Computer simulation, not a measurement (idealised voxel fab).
The process module presented herein is designated voxel self aligned contacts.
cross-section cut | 230 nm wide | cells 5 nm
For the purposes of this document, a cross-section shall be understood as a grid of square cells, specified as bands listed in top-to-bottom order, each band consisting of one or more rows of cells. Quick guide to a band line: top height, bottom height (nm) up front; then every material left to right with its width in nm. Only one material and it's marked "full width"? Then it fills the band edge to edge. And "air" just means empty space. Heights from 0 (as-received wafer is one material below). Bottom band endless downward, as "0 nm and below". A two-number width, for instance "30 to 40", indicates that the width is equal to the first number in the top row of the band and to the second number in the bottom row, and that it changes by a constant amount per row of cells. "no modification", as given for a step, is the statement that not any cell of the cross-section underwent a change during that step. Voids, sealed: empty space of 8 cells or more with no open way to the top, each as width x height at its distance from the left edge, in nm. If you see something after the settings on a step's line, that's the simulator's own remark about that step. Among the settings permitted on a step's line is "overlay nm"; applied to a step with a mask, it specifies the extent to which the mask lay to the right of its planned position, whereas a negative figure signifies a position to the left.
The process steps that were planned are listed below
1 RECEIVE,material Si
2 OXIDIZE,depth nm 5
3 DIRECTIONAL_DEP,material polySi,thk nm 30
4 DIRECTIONAL_DEP,material SiN,thk nm 20
5 MASKED_ETCH,tone cover,mask id GATE,width nm 25,pitch nm 55,etch materials SiN,depth nm 20,overlay nm 0
6 MASKED_ETCH,tone cover,mask id GATE,width nm 25,pitch nm 55,etch materials polySi,depth nm 30,overlay nm 0
7 CONFORMAL_DEP,material SiN,thk nm 5
8 DIRECTIONAL_ETCH,etch materials SiN,depth nm 5
9 FILL_DEP,material SiO2,thk nm 15
10 CMP,height nm 60
11 PATTERN,tone open,mask id CONTACT,material resist,width nm 40,thk nm 15,overlay nm 0
12 DIRECTIONAL_ETCH,etch materials SiO2,depth nm 65
13 STRIP,etch materials resist
14 CONFORMAL_DEP,material TiN,thk nm 5
15 FILL_DEP,material Ru,thk nm 10
16 CMP,height nm 60
17 CONFORMAL_DEP,material SiCN,thk nm 5
Shown in cross-section is the wafer as received, that is, as it stands after step 1
    0 nm and below  Si full width
    Voids, sealed: none
First of two wafers, end-of-module section, run followed plan
    65 nm to 60 nm  SiCN full width
    60 nm to 50 nm  95 of SiO2; 5 to 15 of TiN; 30 to 10 of Ru; 5 to 15 of TiN; 95 of SiO2
    50 nm to 30 nm  70 of SiO2; 35 of SiN; 5 of TiN; 10 of Ru; 5 of TiN; 35 of SiN; 70 of SiO2
    30 nm to 0 nm  70 of SiO2; 5 of SiN; 25 of polySi; 5 of SiN; 5 of TiN; 10 of Ru; 5 of TiN; 5 of SiN; 25 of polySi; 5 of SiN; 70 of SiO2
    0 nm to -5 nm  105 of SiO2; 20 of TiN; 105 of SiO2
    -5 nm and below  Si full width
    Voids, sealed: none
Second wafer of the two, sectioned at the end of the module. It began like the first and followed the same plan, but one mistake was made while running it
    65 nm to 60 nm  SiCN full width
    60 nm to 50 nm  95 of SiO2; 5 to 15 of TiN; 35 to 10 of Ru; 5 to 20 of TiN; 90 of SiO2
    50 nm to 30 nm  70 of SiO2; 35 of SiN; 5 of TiN; 10 of Ru; 5 of TiN; 35 of SiN; 70 of SiO2
    30 nm to 0 nm  70 of SiO2; 5 of SiN; 25 of polySi; 5 of SiN; 5 of TiN; 10 of Ru; 5 of TiN; 5 of SiN; 25 of polySi; 5 of SiN; 70 of SiO2
    0 nm to -5 nm  105 of SiO2; 20 of TiN; 105 of SiO2
    -5 nm and below  Si full width
    Voids, sealed: none
Plan not followed: step 11 did not happen as planned, as run it was PATTERN,tone open,mask id CONTACT,material resist,width nm 45,thk nm 15,overlay nm 0
at the end the second wafer has, in cells: Ru +1, SiO2 -2, TiN +1
